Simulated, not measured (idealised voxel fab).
Process module heading - voxel transistor to metal
Shown is cross-section cut, with a width of 195 nm and square cells of size 5 nm.
If you're reading a cross-section in this doc, picture square cells in a grid; it comes to you as bands, top ones listed first down to the bottom, and a band can be one or more rows of cells. This entry defines a band. It first specifies the height of the band's top and the height of its bottom in nm, and then specifies the band's materials from left to right, stating each material with its width in nm. The word "everywhere" identifies a single material that fills the band from edge to edge, while the word "blank" identifies empty space. Beneath 0, the wafer as received is one material, and that level is where height counting begins. The lowest band goes on downward without a bottom; it is written like "0 nm and below". Width spec "30 to 40" -> top row of cells at first value, bottom row at second value, equal per-row change in between. "no change" (step): cross-section cells unchanged, all of them. Empty spaces counting at least 8 cells and having no open way to the top are listed in "Fully enclosed voids". The notation width x height at distance is used for each, the distance being from the left edge and all three values in nm. What comes after the settings on a step's line is commentary from the simulator itself on that step. The optional step-line setting "overlay nm" applies to steps with a mask and quantifies how far to the right of its planned location the mask lay, a negative value indicating leftward placement.

The steps planned for the process are as follows:
| 1 | RECEIVE | material Si |
| 2 | OXIDIZE | depth nm 5 |
| 3 | CONFORMAL_DEP | material SiN | thk nm 10 |
| 4 | MASKED_ETCH | tone cover | mask id ACTIVE | width nm 115 | etch materials SiN | depth nm 10 | overlay nm 0 |
| 5 | MASKED_ETCH | tone cover | mask id ACTIVE | width nm 115 | etch materials SiO2 | depth nm 5 | overlay nm 0 |
| 6 | MASKED_ETCH | tone cover | mask id ACTIVE | width nm 115 | etch materials Si | depth nm 35 | overlay nm 0 |
| 7 | FILL_DEP | material SiO2 | thk nm 10 |
| 8 | CMP | height nm 10 |
| 9 | SELECTIVE_ETCH | etch materials SiO2 | depth nm 10 |
| 10 | STRIP | etch materials SiN |
| 11 | SELECTIVE_ETCH | etch materials SiO2 | depth nm 5 |
| 12 | OXIDIZE | depth nm 5 |
| 13 | DIRECTIONAL_DEP | material polySi | thk nm 30 |
| 14 | DIRECTIONAL_DEP | material SiCN | thk nm 15 |
| 15 | DIRECTIONAL_DEP | material aC | thk nm 10 |
| 16 | PATTERN | tone cover | mask id GATE | material resist | width nm 25 | thk nm 30 | overlay nm 0 |
| 17 | DIRECTIONAL_ETCH | etch materials aC | depth nm 10 |
| 18 | STRIP | etch materials resist |
| 19 | DIRECTIONAL_ETCH | etch materials SiCN | depth nm 25 |
| 20 | DIRECTIONAL_ETCH | etch materials polySi | depth nm 40 |
| 21 | STRIP | etch materials aC |
| 22 | CONFORMAL_DEP | material SiO2 | thk nm 5 |
| 23 | DIRECTIONAL_ETCH | etch materials SiO2 | depth nm 5 |
| 24 | CONFORMAL_DEP | material SiN | thk nm 5 |
| 25 | DIRECTIONAL_ETCH | etch materials SiN | depth nm 5 |
| 26 | DIRECTIONAL_ETCH | etch materials SiO2 | depth nm 5 |
| 27 | EPI | material nSi | thk nm 5 |
| 28 | FILL_DEP | material SiO2 | thk nm 10 |
| 29 | CMP | height nm 40 |
| 30 | DIRECTIONAL_DEP | material SiO2 | thk nm 10 |
| 31 | PATTERN | tone open | mask id CONTACT | material resist | width nm 15 | pitch nm 80 | thk nm 15 | overlay nm 0 |
| 32 | DIRECTIONAL_ETCH | etch materials SiO2 | depth nm 55 |
| 33 | STRIP | etch materials resist |
| 34 | CONFORMAL_DEP | material TiN | thk nm 5 |
| 35 | FILL_DEP | material Ru | thk nm 10 |
| 36 | CMP | height nm 50 |
| 37 | CONFORMAL_DEP | material SiN | thk nm 5 |
| 38 | DIRECTIONAL_DEP | material SiO2 | thk nm 20 |
| 39 | DIRECTIONAL_DEP | material aC | thk nm 15 |
| 40 | PATTERN | tone open | mask id METAL_1 | material resist | width nm 15 | pitch nm 80 | thk nm 35 | overlay nm 0 |
| 41 | DIRECTIONAL_ETCH | etch materials aC | depth nm 15 |
| 42 | STRIP | etch materials resist |
| 43 | DIRECTIONAL_ETCH | etch materials SiO2 | depth nm 20 |
| 44 | DIRECTIONAL_ETCH | etch materials SiN | depth nm 5 |
| 45 | STRIP | etch materials aC |
| 46 | CONFORMAL_DEP | material TiN | thk nm 5 |
| 47 | FILL_DEP | material Cu | thk nm 10 |
| 48 | CMP | height nm 75 |
| 49 | CONFORMAL_DEP | material SiCN | thk nm 5 |

The first of a set of two wafers, run to plan:

as received, after step 1:
* 0 nm and below = Si everywhere
* Fully enclosed voids: none

After step 2: wafer cross-section:
* 0 nm to -5 nm = SiO2 everywhere
* Nothing below the height -5 has changed.

After step 3: wafer cross-section:
* 10 nm to 0 nm = SiN everywhere
* Nothing below the height 0 has changed.

After step 4: wafer cross-section:
* 10 nm to 0 nm = 40 nm blank | 115 nm SiN | 40 nm blank
* Nothing below the height 0 has changed.

After step 5: wafer cross-section:
* 10 nm to 0 nm = 40 nm blank | 115 nm SiN | 40 nm blank
* 0 nm to -5 nm = 40 nm blank | 115 nm SiO2 | 40 nm blank
* Nothing below the height -5 has changed.

After step 6: wafer cross-section:
* 10 nm to 0 nm = 40 nm blank | 115 nm SiN | 40 nm blank
* 0 nm to -5 nm = 40 nm blank | 115 nm SiO2 | 40 nm blank
* -5 nm to -40 nm = 40 nm blank | 115 nm Si | 40 nm blank
* Nothing below the height -40 has changed.

After step 7: wafer cross-section:
* 20 nm to 10 nm = SiO2 everywhere
* 10 nm to 0 nm = 40 nm SiO2 | 115 nm SiN | 40 nm SiO2
* 0 nm to -5 nm = SiO2 everywhere
* -5 nm to -40 nm = 40 nm SiO2 | 115 nm Si | 40 nm SiO2
* Nothing below the height -40 has changed.

After step 8: wafer cross-section:
* 10 nm to 0 nm = 40 nm SiO2 | 115 nm SiN | 40 nm SiO2
* Nothing below the height 0 has changed.

After step 9: wafer cross-section:
* 10 nm to 0 nm = 40 nm blank | 115 nm SiN | 40 nm blank
* Nothing below the height 0 has changed.

After step 10: wafer cross-section:
* 0 nm to -5 nm = SiO2 everywhere
* Nothing below the height -5 has changed.

After step 11: wafer cross-section:
* -5 nm to -40 nm = 40 nm SiO2 | 115 nm Si | 40 nm SiO2
* Nothing below the height -40 has changed.

After step 12: wafer cross-section:
* -5 nm to -10 nm = SiO2 everywhere
* Nothing below the height -10 has changed.

After step 13: wafer cross-section:
* 25 nm to -5 nm = polySi everywhere
* Nothing below the height -5 has changed.

After step 14: wafer cross-section:
* 40 nm to 25 nm = SiCN everywhere
* Nothing below the height 25 has changed.

After step 15: wafer cross-section:
* 50 nm to 40 nm = aC everywhere
* Nothing below the height 40 has changed.

After step 16: wafer cross-section:
* 80 nm to 50 nm = 85 nm blank | 25 nm resist | 85 nm blank
* Nothing below the height 50 has changed.

After step 17: wafer cross-section:
* 70 nm to 50 nm = 85 nm blank | 25 nm resist | 85 nm blank
* 50 nm to 40 nm = 85 nm blank | 25 nm aC | 85 nm blank
* Nothing below the height 40 has changed.

After step 18: wafer cross-section:
* 50 nm to 40 nm = 85 nm blank | 25 nm aC | 85 nm blank
* Nothing below the height 40 has changed.

After step 19: wafer cross-section:
* 50 nm to 40 nm = 85 nm blank | 25 nm aC | 85 nm blank
* 40 nm to 25 nm = 85 nm blank | 25 nm SiCN | 85 nm blank
* Nothing below the height 25 has changed.

After step 20: wafer cross-section:
* 50 nm to 40 nm = 85 nm blank | 25 nm aC | 85 nm blank
* 40 nm to 25 nm = 85 nm blank | 25 nm SiCN | 85 nm blank
* 25 nm to -5 nm = 85 nm blank | 25 nm polySi | 85 nm blank
* Nothing below the height -5 has changed.

After step 21: wafer cross-section:
* 40 nm to 25 nm = 85 nm blank | 25 nm SiCN | 85 nm blank
* Nothing below the height 25 has changed.

After step 22: wafer cross-section:
* 45 nm to 40 nm = 80 nm blank | 35 nm SiO2 | 80 nm blank
* 40 nm to 25 nm = 80 nm blank | 5 nm SiO2 | 25 nm SiCN | 5 nm SiO2 | 80 nm blank
* 25 nm to 0 nm = 80 nm blank | 5 nm SiO2 | 25 nm polySi | 5 nm SiO2 | 80 nm blank
* 0 nm to -5 nm = 85 nm SiO2 | 25 nm polySi | 85 nm SiO2
* Nothing below the height -5 has changed.

After step 23: wafer cross-section:
* 40 nm to 25 nm = 80 nm blank | 5 nm SiO2 | 25 nm SiCN | 5 nm SiO2 | 80 nm blank
* 25 nm to -5 nm = 80 nm blank | 5 nm SiO2 | 25 nm polySi | 5 nm SiO2 | 80 nm blank
* Nothing below the height -5 has changed.

After step 24: wafer cross-section:
* 45 nm to 40 nm = 75 nm blank | 45 nm SiN | 75 nm blank
* 40 nm to 25 nm = 75 nm blank | 5 nm SiN | 5 nm SiO2 | 25 nm SiCN | 5 nm SiO2 | 5 nm SiN | 75 nm blank
* 25 nm to 0 nm = 75 nm blank | 5 nm SiN | 5 nm SiO2 | 25 nm polySi | 5 nm SiO2 | 5 nm SiN | 75 nm blank
* 0 nm to -5 nm = 80 nm SiN | 5 nm SiO2 | 25 nm polySi | 5 nm SiO2 | 80 nm SiN
* Nothing below the height -5 has changed.

After step 25: wafer cross-section:
* 40 nm to 25 nm = 75 nm blank | 5 nm SiN | 5 nm SiO2 | 25 nm SiCN | 5 nm SiO2 | 5 nm SiN | 75 nm blank
* 25 nm to -5 nm = 75 nm blank | 5 nm SiN | 5 nm SiO2 | 25 nm polySi | 5 nm SiO2 | 5 nm SiN | 75 nm blank
* Nothing below the height -5 has changed.

After step 26: wafer cross-section:
* 40 nm to 35 nm = 75 nm blank | 5 nm SiN | 5 nm blank | 25 nm SiCN | 5 nm blank | 5 nm SiN | 75 nm blank
* 35 nm to 25 nm = 75 nm blank | 5 nm SiN | 5 nm SiO2 | 25 nm SiCN | 5 nm SiO2 | 5 nm SiN | 75 nm blank
* 25 nm to -5 nm = 75 nm blank | 5 nm SiN | 5 nm SiO2 | 25 nm polySi | 5 nm SiO2 | 5 nm SiN | 75 nm blank
* -5 nm to -10 nm = 75 nm blank | 45 nm SiO2 | 75 nm blank
* Nothing below the height -10 has changed.

After step 27: wafer cross-section:
* 40 nm to 35 nm = 75 nm blank | 5 nm SiN | 5 nm blank | 25 nm SiCN | 5 nm blank | 5 nm SiN | 75 nm blank
* 35 nm to 25 nm = 75 nm blank | 5 nm SiN | 5 nm SiO2 | 25 nm SiCN | 5 nm SiO2 | 5 nm SiN | 75 nm blank
* 25 nm to -5 nm = 75 nm blank | 5 nm SiN | 5 nm SiO2 | 25 nm polySi | 5 nm SiO2 | 5 nm SiN | 75 nm blank
* -5 nm to -10 nm = 35 nm blank | 40 nm nSi | 45 nm SiO2 | 40 nm nSi | 35 nm blank
* Nothing below the height -10 has changed.

After step 28: wafer cross-section:
* 50 nm to 40 nm = SiO2 everywhere
* 40 nm to 25 nm = 75 nm SiO2 | 5 nm SiN | 5 nm SiO2 | 25 nm SiCN | 5 nm SiO2 | 5 nm SiN | 75 nm SiO2
* 25 nm to -5 nm = 75 nm SiO2 | 5 nm SiN | 5 nm SiO2 | 25 nm polySi | 5 nm SiO2 | 5 nm SiN | 75 nm SiO2
* -5 nm to -10 nm = 35 nm SiO2 | 40 nm nSi | 45 nm SiO2 | 40 nm nSi | 35 nm SiO2
* Nothing below the height -10 has changed.

After step 29: wafer cross-section:
* 40 nm to 25 nm = 75 nm SiO2 | 5 nm SiN | 5 nm SiO2 | 25 nm SiCN | 5 nm SiO2 | 5 nm SiN | 75 nm SiO2
* Nothing below the height 25 has changed.

After step 30: wafer cross-section:
* 50 nm to 40 nm = SiO2 everywhere
* Nothing below the height 40 has changed.

After step 31: wafer cross-section:
* 65 nm to 50 nm = 50 nm resist | 15 nm blank | 65 nm resist | 15 nm blank | 50 nm resist
* Nothing below the height 50 has changed.

After step 32: wafer cross-section:
* 65 nm to 50 nm = 50 nm resist | 15 nm blank | 65 nm resist | 15 nm blank | 50 nm resist
* 50 nm to 40 nm = 50 nm SiO2 | 15 nm blank | 65 nm SiO2 | 15 nm blank | 50 nm SiO2
* 40 nm to 25 nm = 50 nm SiO2 | 15 nm blank | 10 nm SiO2 | 5 nm SiN | 5 nm SiO2 | 25 nm SiCN | 5 nm SiO2 | 5 nm SiN | 10 nm SiO2 | 15 nm blank | 50 nm SiO2
* 25 nm to -5 nm = 50 nm SiO2 | 15 nm blank | 10 nm SiO2 | 5 nm SiN | 5 nm SiO2 | 25 nm polySi | 5 nm SiO2 | 5 nm SiN | 10 nm SiO2 | 15 nm blank | 50 nm SiO2
* Nothing below the height -5 has changed.

After step 33: wafer cross-section:
* 50 nm to 40 nm = 50 nm SiO2 | 15 nm blank | 65 nm SiO2 | 15 nm blank | 50 nm SiO2
* Nothing below the height 40 has changed.

After step 34: wafer cross-section:
* 55 nm to 50 nm = 55 nm TiN | 5 nm blank | 75 nm TiN | 5 nm blank | 55 nm TiN
* 50 nm to 40 nm = 50 nm SiO2 | 5 nm TiN | 5 nm blank | 5 nm TiN | 65 nm SiO2 | 5 nm TiN | 5 nm blank | 5 nm TiN | 50 nm SiO2
* 40 nm to 25 nm = 50 nm SiO2 | 5 nm TiN | 5 nm blank | 5 nm TiN | 10 nm SiO2 | 5 nm SiN | 5 nm SiO2 | 25 nm SiCN | 5 nm SiO2 | 5 nm SiN | 10 nm SiO2 | 5 nm TiN | 5 nm blank | 5 nm TiN | 50 nm SiO2
* 25 nm to 0 nm = 50 nm SiO2 | 5 nm TiN | 5 nm blank | 5 nm TiN | 10 nm SiO2 | 5 nm SiN | 5 nm SiO2 | 25 nm polySi | 5 nm SiO2 | 5 nm SiN | 10 nm SiO2 | 5 nm TiN | 5 nm blank | 5 nm TiN | 50 nm SiO2
* 0 nm to -5 nm = 50 nm SiO2 | 15 nm TiN | 10 nm SiO2 | 5 nm SiN | 5 nm SiO2 | 25 nm polySi | 5 nm SiO2 | 5 nm SiN | 10 nm SiO2 | 15 nm TiN | 50 nm SiO2
* Nothing below the height -5 has changed.

After step 35: wafer cross-section:
* 65 nm to 55 nm = Ru everywhere
* 55 nm to 50 nm = 55 nm TiN | 5 nm Ru | 75 nm TiN | 5 nm Ru | 55 nm TiN
* 50 nm to 40 nm = 50 nm SiO2 | 5 nm TiN | 5 nm Ru | 5 nm TiN | 65 nm SiO2 | 5 nm TiN | 5 nm Ru | 5 nm TiN | 50 nm SiO2
* 40 nm to 25 nm = 50 nm SiO2 | 5 nm TiN | 5 nm Ru | 5 nm TiN | 10 nm SiO2 | 5 nm SiN | 5 nm SiO2 | 25 nm SiCN | 5 nm SiO2 | 5 nm SiN | 10 nm SiO2 | 5 nm TiN | 5 nm Ru | 5 nm TiN | 50 nm SiO2
* 25 nm to 0 nm = 50 nm SiO2 | 5 nm TiN | 5 nm Ru | 5 nm TiN | 10 nm SiO2 | 5 nm SiN | 5 nm SiO2 | 25 nm polySi | 5 nm SiO2 | 5 nm SiN | 10 nm SiO2 | 5 nm TiN | 5 nm Ru | 5 nm TiN | 50 nm SiO2
* Nothing below the height 0 has changed.

After step 36: wafer cross-section:
* 50 nm to 40 nm = 50 nm SiO2 | 5 nm TiN | 5 nm Ru | 5 nm TiN | 65 nm SiO2 | 5 nm TiN | 5 nm Ru | 5 nm TiN | 50 nm SiO2
* Nothing below the height 40 has changed.

After step 37: wafer cross-section:
* 55 nm to 50 nm = SiN everywhere
* Nothing below the height 50 has changed.

After step 38: wafer cross-section:
* 75 nm to 55 nm = SiO2 everywhere
* Nothing below the height 55 has changed.

After step 39: wafer cross-section:
* 90 nm to 75 nm = aC everywhere
* Nothing below the height 75 has changed.

After step 40: wafer cross-section:
* 125 nm to 90 nm = 50 nm resist | 15 nm blank | 65 nm resist | 15 nm blank | 50 nm resist
* Nothing below the height 90 has changed.

After step 41: wafer cross-section:
* 110 nm to 90 nm = 50 nm resist | 15 nm blank | 65 nm resist | 15 nm blank | 50 nm resist
* 90 nm to 75 nm = 50 nm aC | 15 nm blank | 65 nm aC | 15 nm blank | 50 nm aC
* Nothing below the height 75 has changed.

After step 42: wafer cross-section:
* 90 nm to 75 nm = 50 nm aC | 15 nm blank | 65 nm aC | 15 nm blank | 50 nm aC
* Nothing below the height 75 has changed.

After step 43: wafer cross-section:
* 90 nm to 75 nm = 50 nm aC | 15 nm blank | 65 nm aC | 15 nm blank | 50 nm aC
* 75 nm to 55 nm = 50 nm SiO2 | 15 nm blank | 65 nm SiO2 | 15 nm blank | 50 nm SiO2
* Nothing below the height 55 has changed.

After step 44: wafer cross-section:
* 90 nm to 75 nm = 50 nm aC | 15 nm blank | 65 nm aC | 15 nm blank | 50 nm aC
* 75 nm to 55 nm = 50 nm SiO2 | 15 nm blank | 65 nm SiO2 | 15 nm blank | 50 nm SiO2
* 55 nm to 50 nm = 50 nm SiN | 15 nm blank | 65 nm SiN | 15 nm blank | 50 nm SiN
* Nothing below the height 50 has changed.

After step 45: wafer cross-section:
* 75 nm to 55 nm = 50 nm SiO2 | 15 nm blank | 65 nm SiO2 | 15 nm blank | 50 nm SiO2
* Nothing below the height 55 has changed.

After step 46: wafer cross-section:
* 80 nm to 75 nm = 55 nm TiN | 5 nm blank | 75 nm TiN | 5 nm blank | 55 nm TiN
* 75 nm to 55 nm = 50 nm SiO2 | 5 nm TiN | 5 nm blank | 5 nm TiN | 65 nm SiO2 | 5 nm TiN | 5 nm blank | 5 nm TiN | 50 nm SiO2
* 55 nm to 50 nm = 50 nm SiN | 15 nm TiN | 65 nm SiN | 15 nm TiN | 50 nm SiN
* Nothing below the height 50 has changed.

After step 47: wafer cross-section:
* 90 nm to 80 nm = Cu everywhere
* 80 nm to 75 nm = 55 nm TiN | 5 nm Cu | 75 nm TiN | 5 nm Cu | 55 nm TiN
* 75 nm to 55 nm = 50 nm SiO2 | 5 nm TiN | 5 nm Cu | 5 nm TiN | 65 nm SiO2 | 5 nm TiN | 5 nm Cu | 5 nm TiN | 50 nm SiO2
* Nothing below the height 55 has changed.

After step 48: wafer cross-section:
* 75 nm to 55 nm = 50 nm SiO2 | 5 nm TiN | 5 nm Cu | 5 nm TiN | 65 nm SiO2 | 5 nm TiN | 5 nm Cu | 5 nm TiN | 50 nm SiO2
* Nothing below the height 55 has changed.

After step 49: wafer cross-section:
* 80 nm to 75 nm = SiCN everywhere
* Nothing below the height 75 has changed.

Second Wafer (Identical Start and Plan, One Processing Error; Matches First Wafer Through Step 15):

Second wafer, cross-section, planned end of step 16:
* 80 nm to 50 nm = 75 nm blank | 25 nm resist | 95 nm blank
* Nothing below the height 50 has changed.

Second wafer, cross-section, planned end of step 17:
* 70 nm to 50 nm = 75 nm blank | 25 nm resist | 95 nm blank
* 50 nm to 40 nm = 75 nm blank | 25 nm aC | 95 nm blank
* Nothing below the height 40 has changed.

Second wafer, cross-section, planned end of step 18:
* 50 nm to 40 nm = 75 nm blank | 25 nm aC | 95 nm blank
* Nothing below the height 40 has changed.

Second wafer, cross-section, planned end of step 19:
* 50 nm to 40 nm = 75 nm blank | 25 nm aC | 95 nm blank
* 40 nm to 25 nm = 75 nm blank | 25 nm SiCN | 95 nm blank
* Nothing below the height 25 has changed.

Second wafer, cross-section, planned end of step 20:
* 50 nm to 40 nm = 75 nm blank | 25 nm aC | 95 nm blank
* 40 nm to 25 nm = 75 nm blank | 25 nm SiCN | 95 nm blank
* 25 nm to -5 nm = 75 nm blank | 25 nm polySi | 95 nm blank
* Nothing below the height -5 has changed.

Second wafer, cross-section, planned end of step 21:
* 40 nm to 25 nm = 75 nm blank | 25 nm SiCN | 95 nm blank
* Nothing below the height 25 has changed.

Second wafer, cross-section, planned end of step 22:
* 45 nm to 40 nm = 70 nm blank | 35 nm SiO2 | 90 nm blank
* 40 nm to 25 nm = 70 nm blank | 5 nm SiO2 | 25 nm SiCN | 5 nm SiO2 | 90 nm blank
* 25 nm to 0 nm = 70 nm blank | 5 nm SiO2 | 25 nm polySi | 5 nm SiO2 | 90 nm blank
* 0 nm to -5 nm = 75 nm SiO2 | 25 nm polySi | 95 nm SiO2
* Nothing below the height -5 has changed.

Second wafer, cross-section, planned end of step 23:
* 40 nm to 25 nm = 70 nm blank | 5 nm SiO2 | 25 nm SiCN | 5 nm SiO2 | 90 nm blank
* 25 nm to -5 nm = 70 nm blank | 5 nm SiO2 | 25 nm polySi | 5 nm SiO2 | 90 nm blank
* Nothing below the height -5 has changed.

Second wafer, cross-section, planned end of step 24:
* 45 nm to 40 nm = 65 nm blank | 45 nm SiN | 85 nm blank
* 40 nm to 25 nm = 65 nm blank | 5 nm SiN | 5 nm SiO2 | 25 nm SiCN | 5 nm SiO2 | 5 nm SiN | 85 nm blank
* 25 nm to 0 nm = 65 nm blank | 5 nm SiN | 5 nm SiO2 | 25 nm polySi | 5 nm SiO2 | 5 nm SiN | 85 nm blank
* 0 nm to -5 nm = 70 nm SiN | 5 nm SiO2 | 25 nm polySi | 5 nm SiO2 | 90 nm SiN
* Nothing below the height -5 has changed.

Second wafer, cross-section, planned end of step 25:
* 40 nm to 25 nm = 65 nm blank | 5 nm SiN | 5 nm SiO2 | 25 nm SiCN | 5 nm SiO2 | 5 nm SiN | 85 nm blank
* 25 nm to -5 nm = 65 nm blank | 5 nm SiN | 5 nm SiO2 | 25 nm polySi | 5 nm SiO2 | 5 nm SiN | 85 nm blank
* Nothing below the height -5 has changed.

Second wafer, cross-section, planned end of step 26:
* 40 nm to 35 nm = 65 nm blank | 5 nm SiN | 5 nm blank | 25 nm SiCN | 5 nm blank | 5 nm SiN | 85 nm blank
* 35 nm to 25 nm = 65 nm blank | 5 nm SiN | 5 nm SiO2 | 25 nm SiCN | 5 nm SiO2 | 5 nm SiN | 85 nm blank
* 25 nm to -5 nm = 65 nm blank | 5 nm SiN | 5 nm SiO2 | 25 nm polySi | 5 nm SiO2 | 5 nm SiN | 85 nm blank
* -5 nm to -10 nm = 65 nm blank | 45 nm SiO2 | 85 nm blank
* Nothing below the height -10 has changed.

Second wafer, cross-section, planned end of step 27:
* 40 nm to 35 nm = 65 nm blank | 5 nm SiN | 5 nm blank | 25 nm SiCN | 5 nm blank | 5 nm SiN | 85 nm blank
* 35 nm to 25 nm = 65 nm blank | 5 nm SiN | 5 nm SiO2 | 25 nm SiCN | 5 nm SiO2 | 5 nm SiN | 85 nm blank
* 25 nm to -5 nm = 65 nm blank | 5 nm SiN | 5 nm SiO2 | 25 nm polySi | 5 nm SiO2 | 5 nm SiN | 85 nm blank
* -5 nm to -10 nm = 35 nm blank | 30 nm nSi | 45 nm SiO2 | 50 nm nSi | 35 nm blank
* Nothing below the height -10 has changed.

Second wafer, cross-section, planned end of step 28:
* 50 nm to 40 nm = SiO2 everywhere
* 40 nm to 25 nm = 65 nm SiO2 | 5 nm SiN | 5 nm SiO2 | 25 nm SiCN | 5 nm SiO2 | 5 nm SiN | 85 nm SiO2
* 25 nm to -5 nm = 65 nm SiO2 | 5 nm SiN | 5 nm SiO2 | 25 nm polySi | 5 nm SiO2 | 5 nm SiN | 85 nm SiO2
* -5 nm to -10 nm = 35 nm SiO2 | 30 nm nSi | 45 nm SiO2 | 50 nm nSi | 35 nm SiO2
* Nothing below the height -10 has changed.

Second wafer, cross-section, planned end of step 29:
* 40 nm to 25 nm = 65 nm SiO2 | 5 nm SiN | 5 nm SiO2 | 25 nm SiCN | 5 nm SiO2 | 5 nm SiN | 85 nm SiO2
* Nothing below the height 25 has changed.

Second wafer, cross-section, planned end of step 30:
* 50 nm to 40 nm = SiO2 everywhere
* Nothing below the height 40 has changed.

Second wafer, cross-section, planned end of step 31:
* 65 nm to 50 nm = 50 nm resist | 15 nm blank | 65 nm resist | 15 nm blank | 50 nm resist
* Nothing below the height 50 has changed.

Second wafer, cross-section, planned end of step 32:
* 65 nm to 50 nm = 50 nm resist | 15 nm blank | 65 nm resist | 15 nm blank | 50 nm resist
* 50 nm to 40 nm = 50 nm SiO2 | 15 nm blank | 65 nm SiO2 | 15 nm blank | 50 nm SiO2
* 40 nm to 25 nm = 50 nm SiO2 | 15 nm blank | 5 nm SiN | 5 nm SiO2 | 25 nm SiCN | 5 nm SiO2 | 5 nm SiN | 20 nm SiO2 | 15 nm blank | 50 nm SiO2
* 25 nm to -5 nm = 50 nm SiO2 | 15 nm blank | 5 nm SiN | 5 nm SiO2 | 25 nm polySi | 5 nm SiO2 | 5 nm SiN | 20 nm SiO2 | 15 nm blank | 50 nm SiO2
* Nothing below the height -5 has changed.

Second wafer, cross-section, planned end of step 33:
* 50 nm to 40 nm = 50 nm SiO2 | 15 nm blank | 65 nm SiO2 | 15 nm blank | 50 nm SiO2
* Nothing below the height 40 has changed.

Second wafer, cross-section, planned end of step 34:
* 55 nm to 50 nm = 55 nm TiN | 5 nm blank | 75 nm TiN | 5 nm blank | 55 nm TiN
* 50 nm to 40 nm = 50 nm SiO2 | 5 nm TiN | 5 nm blank | 5 nm TiN | 65 nm SiO2 | 5 nm TiN | 5 nm blank | 5 nm TiN | 50 nm SiO2
* 40 nm to 25 nm = 50 nm SiO2 | 5 nm TiN | 5 nm blank | 5 nm TiN | 5 nm SiN | 5 nm SiO2 | 25 nm SiCN | 5 nm SiO2 | 5 nm SiN | 20 nm SiO2 | 5 nm TiN | 5 nm blank | 5 nm TiN | 50 nm SiO2
* 25 nm to 0 nm = 50 nm SiO2 | 5 nm TiN | 5 nm blank | 5 nm TiN | 5 nm SiN | 5 nm SiO2 | 25 nm polySi | 5 nm SiO2 | 5 nm SiN | 20 nm SiO2 | 5 nm TiN | 5 nm blank | 5 nm TiN | 50 nm SiO2
* 0 nm to -5 nm = 50 nm SiO2 | 15 nm TiN | 5 nm SiN | 5 nm SiO2 | 25 nm polySi | 5 nm SiO2 | 5 nm SiN | 20 nm SiO2 | 15 nm TiN | 50 nm SiO2
* Nothing below the height -5 has changed.

Second wafer, cross-section, planned end of step 35:
* 65 nm to 55 nm = Ru everywhere
* 55 nm to 50 nm = 55 nm TiN | 5 nm Ru | 75 nm TiN | 5 nm Ru | 55 nm TiN
* 50 nm to 40 nm = 50 nm SiO2 | 5 nm TiN | 5 nm Ru | 5 nm TiN | 65 nm SiO2 | 5 nm TiN | 5 nm Ru | 5 nm TiN | 50 nm SiO2
* 40 nm to 25 nm = 50 nm SiO2 | 5 nm TiN | 5 nm Ru | 5 nm TiN | 5 nm SiN | 5 nm SiO2 | 25 nm SiCN | 5 nm SiO2 | 5 nm SiN | 20 nm SiO2 | 5 nm TiN | 5 nm Ru | 5 nm TiN | 50 nm SiO2
* 25 nm to 0 nm = 50 nm SiO2 | 5 nm TiN | 5 nm Ru | 5 nm TiN | 5 nm SiN | 5 nm SiO2 | 25 nm polySi | 5 nm SiO2 | 5 nm SiN | 20 nm SiO2 | 5 nm TiN | 5 nm Ru | 5 nm TiN | 50 nm SiO2
* Nothing below the height 0 has changed.

Second wafer, cross-section, planned end of step 36:
* 50 nm to 40 nm = 50 nm SiO2 | 5 nm TiN | 5 nm Ru | 5 nm TiN | 65 nm SiO2 | 5 nm TiN | 5 nm Ru | 5 nm TiN | 50 nm SiO2
* Nothing below the height 40 has changed.

Second wafer, cross-section, planned end of step 37:
* 55 nm to 50 nm = SiN everywhere
* Nothing below the height 50 has changed.

Second wafer, cross-section, planned end of step 38:
* 75 nm to 55 nm = SiO2 everywhere
* Nothing below the height 55 has changed.

Second wafer, cross-section, planned end of step 39:
* 90 nm to 75 nm = aC everywhere
* Nothing below the height 75 has changed.

Second wafer, cross-section, planned end of step 40:
* 125 nm to 90 nm = 50 nm resist | 15 nm blank | 65 nm resist | 15 nm blank | 50 nm resist
* Nothing below the height 90 has changed.

Second wafer, cross-section, planned end of step 41:
* 110 nm to 90 nm = 50 nm resist | 15 nm blank | 65 nm resist | 15 nm blank | 50 nm resist
* 90 nm to 75 nm = 50 nm aC | 15 nm blank | 65 nm aC | 15 nm blank | 50 nm aC
* Nothing below the height 75 has changed.

Second wafer, cross-section, planned end of step 42:
* 90 nm to 75 nm = 50 nm aC | 15 nm blank | 65 nm aC | 15 nm blank | 50 nm aC
* Nothing below the height 75 has changed.

Second wafer, cross-section, planned end of step 43:
* 90 nm to 75 nm = 50 nm aC | 15 nm blank | 65 nm aC | 15 nm blank | 50 nm aC
* 75 nm to 55 nm = 50 nm SiO2 | 15 nm blank | 65 nm SiO2 | 15 nm blank | 50 nm SiO2
* Nothing below the height 55 has changed.

Second wafer, cross-section, planned end of step 44:
* 90 nm to 75 nm = 50 nm aC | 15 nm blank | 65 nm aC | 15 nm blank | 50 nm aC
* 75 nm to 55 nm = 50 nm SiO2 | 15 nm blank | 65 nm SiO2 | 15 nm blank | 50 nm SiO2
* 55 nm to 50 nm = 50 nm SiN | 15 nm blank | 65 nm SiN | 15 nm blank | 50 nm SiN
* Nothing below the height 50 has changed.

Second wafer, cross-section, planned end of step 45:
* 75 nm to 55 nm = 50 nm SiO2 | 15 nm blank | 65 nm SiO2 | 15 nm blank | 50 nm SiO2
* Nothing below the height 55 has changed.

Second wafer, cross-section, planned end of step 46:
* 80 nm to 75 nm = 55 nm TiN | 5 nm blank | 75 nm TiN | 5 nm blank | 55 nm TiN
* 75 nm to 55 nm = 50 nm SiO2 | 5 nm TiN | 5 nm blank | 5 nm TiN | 65 nm SiO2 | 5 nm TiN | 5 nm blank | 5 nm TiN | 50 nm SiO2
* 55 nm to 50 nm = 50 nm SiN | 15 nm TiN | 65 nm SiN | 15 nm TiN | 50 nm SiN
* Nothing below the height 50 has changed.

Second wafer, cross-section, planned end of step 47:
* 90 nm to 80 nm = Cu everywhere
* 80 nm to 75 nm = 55 nm TiN | 5 nm Cu | 75 nm TiN | 5 nm Cu | 55 nm TiN
* 75 nm to 55 nm = 50 nm SiO2 | 5 nm TiN | 5 nm Cu | 5 nm TiN | 65 nm SiO2 | 5 nm TiN | 5 nm Cu | 5 nm TiN | 50 nm SiO2
* Nothing below the height 55 has changed.

Second wafer, cross-section, planned end of step 48:
* 75 nm to 55 nm = 50 nm SiO2 | 5 nm TiN | 5 nm Cu | 5 nm TiN | 65 nm SiO2 | 5 nm TiN | 5 nm Cu | 5 nm TiN | 50 nm SiO2
* Nothing below the height 55 has changed.

Second wafer, cross-section, planned end of step 49:
* 80 nm to 75 nm = SiCN everywhere
* Nothing below the height 75 has changed.
Short version of what went wrong: step 16 deviated from plan and actually ran as PATTERN | tone cover | mask id GATE | material resist | width nm 25 | thk nm 30 | overlay nm -10
at the end the second wafer has, in cells: as many of each material as the first, in other places
